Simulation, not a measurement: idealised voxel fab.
process module | voxel self aligned vias
cross-section cut | 180 nm wide | cells 5 nm
A cross-section is a grid of square cells, given in bands from the top down. A band is one or more rows of cells.
Each band's line starts with the height of the band's top and of its bottom, in nm. Then come its materials from left to right, each with its width in nm. One material with "throughout" fills the band from edge to edge. "air" is empty space.
Height 0 is the level under which the wafer as received is all one material. The lowest band goes on downwards, as in "0 down".
A width such as "30 to 40" changes by the same amount from each row of cells to the next, from the band's top row to its bottom row.
"no change" after a step means that no cell of the cross-section changed.
closed voids: empty space of 8 cells or more with no open way to the top, each as width x height at its distance from the left edge, in nm
after a step's settings: what the simulator itself notes on the step
overlay nm, on a step with a mask: how far to the right of its planned place the mask lay; to the left if negative
plan
1 op RECEIVE | material Si
2 op CONFORMAL_DEP | material SiO2 | thk nm 10
3 op CONFORMAL_DEP | material SiCN | thk nm 5
4 op DIRECTIONAL_DEP | material lowk | thk nm 25
5 op MASKED_ETCH | tone open | mask id LINES | width nm 30 | pitch nm 75 | etch materials lowk | depth nm 25 | overlay nm 0
6 op CONFORMAL_DEP | material TiN | thk nm 5
7 op FILL_DEP | material Ru | thk nm 5
8 op CMP | height nm 40
9 op SELECTIVE_ETCH | etch materials W Ru TiN | depth nm 5
10 op FILL_DEP | material SiN | thk nm 5
11 op CMP | height nm 40
12 op DIRECTIONAL_DEP | material lowk | thk nm 20
13 op DIRECTIONAL_DEP | material aC | thk nm 15
14 op PATTERN | tone open | mask id VIAS | material resist | width nm 50 | pitch nm 75 | thk nm 30 | overlay nm 0
15 op DIRECTIONAL_ETCH | etch materials aC | depth nm 15
16 op STRIP | etch materials resist
17 op DIRECTIONAL_ETCH | etch materials lowk | depth nm 20
18 op DIRECTIONAL_ETCH | etch materials SiN | depth nm 5
19 op STRIP | etch materials aC
20 op CONFORMAL_DEP | material TiN | thk nm 5
21 op FILL_DEP | material Ru | thk nm 5
22 op CMP | height nm 60
23 op CONFORMAL_DEP | material SiN | thk nm 5
as received, after step 1
  0 down: Si throughout
  closed voids: none
a wafer at the end: this start, this plan, one mistake
  65 to 60: SiN throughout
  60 to 45: lowk 25 | TiN 5 | Ru 40 | TiN 5 | lowk 25 | TiN 5 | Ru 40 | TiN 5 | lowk 30
  45 to 40: lowk 25 | TiN 15 | Ru 20 | TiN 15 | lowk 25 | TiN 15 | Ru 20 | TiN 15 | lowk 30
  40 to 35: lowk 35 | TiN 30 | lowk 45 | TiN 30 | lowk 40
  35 to 20: lowk 35 | TiN 5 | Ru 20 | TiN 5 | lowk 45 | TiN 5 | Ru 20 | TiN 5 | lowk 40
  20 to 15: lowk 35 | TiN 30 | lowk 45 | TiN 30 | lowk 40
  15 to 5: SiO2 throughout
  5 to 0: SiCN throughout
  0 down: Si throughout
  closed voids: none
what went wrong: steps 2 and 3 were swapped
